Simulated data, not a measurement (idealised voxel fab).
process module | voxel trench capacitor
cross-section cut | 190 nm wide | cells 5 nm
A cross-section is a grid of square cells, given in bands from the top down. A band is one or more rows of cells.
Each band's line starts with the height of the band's top and of its bottom, in nm. Then come its materials from left to right, each with its width in nm. One material with "throughout" fills the band from edge to edge. "air" is empty space.
Height 0 is the level under which the wafer as received is all one material. The lowest band goes on downwards, as in "0 down".
A width such as "30 to 40" changes by the same amount from each row of cells to the next, from the band's top row to its bottom row.
"no change" after a step means that no cell of the cross-section changed.
closed voids: empty space of 8 cells or more with no open way to the top, each as width x height at its distance from the left edge, in nm
after a step's settings: what the simulator itself notes on the step
overlay nm, on a step with a mask: how far to the right of its planned place the mask lay; to the left if negative
plan
1 op RECEIVE | material Si
2 op CONFORMAL_DEP | material SiN | thk nm 10
3 op DIRECTIONAL_DEP | material aC | thk nm 10
4 op PATTERN | tone open | mask id TRENCH | material resist | width nm 30 | pitch nm 45 | thk nm 30 | overlay nm 0
5 op DIRECTIONAL_ETCH | etch materials aC | depth nm 10
6 op STRIP | etch materials resist
7 op DIRECTIONAL_ETCH | etch materials SiN | depth nm 10
8 op DIRECTIONAL_ETCH | etch materials Si | depth nm 35
9 op STRIP | etch materials aC
10 op CONFORMAL_DEP | material Al2O3 | thk nm 5
11 op CONFORMAL_DEP | material TiN | thk nm 5
12 op FILL_DEP | material W | thk nm 5
13 op CMP | height nm 10
as received, after step 1
  0 down: Si throughout
  closed voids: none
first wafer at the end, as planned
  10 to 0: SiN 55 | Al2O3 5 | TiN 5 | W 10 | TiN 5 | Al2O3 5 | SiN 15 | Al2O3 5 | TiN 5 | W 10 | TiN 5 | Al2O3 5 | SiN 60
  0 to -25: Si 55 | Al2O3 5 | TiN 5 | W 10 | TiN 5 | Al2O3 5 | Si 15 | Al2O3 5 | TiN 5 | W 10 | TiN 5 | Al2O3 5 | Si 60
  -25 to -30: Si 55 | Al2O3 5 | TiN 20 | Al2O3 5 | Si 15 | Al2O3 5 | TiN 20 | Al2O3 5 | Si 60
  -30 to -35: Si 55 | Al2O3 30 | Si 15 | Al2O3 30 | Si 60
  -35 down: Si throughout
  closed voids: none
second wafer at the end: like start, like plan, one mistake
  10 to 0: W 45 | TiN 5 | Al2O3 5 | SiN 30 | Al2O3 5 | TiN 5 | Al2O3 5 | SiN 30 | Al2O3 5 | TiN 5 | W 50
  0 to -25: W 45 | TiN 5 | Al2O3 5 | Si 30 | Al2O3 5 | TiN 5 | Al2O3 5 | Si 30 | Al2O3 5 | TiN 5 | W 50
  -25 to -30: TiN 50 | Al2O3 5 | Si 30 | Al2O3 5 | TiN 5 | Al2O3 5 | Si 30 | Al2O3 5 | TiN 55
  -30 to -35: Al2O3 55 | Si 30 | Al2O3 15 | Si 30 | Al2O3 60
  -35 down: Si throughout
  closed voids: none
what went wrong: step 4 ran as: op PATTERN | tone cover | mask id TRENCH | material resist | width nm 30 | pitch nm 45 | thk nm 30 | overlay nm 0
at the end the second wafer has, in cells: 14 more of Al2O3 | 98 fewer of Si | 28 fewer of SiN | 7 more of TiN | 105 more of W
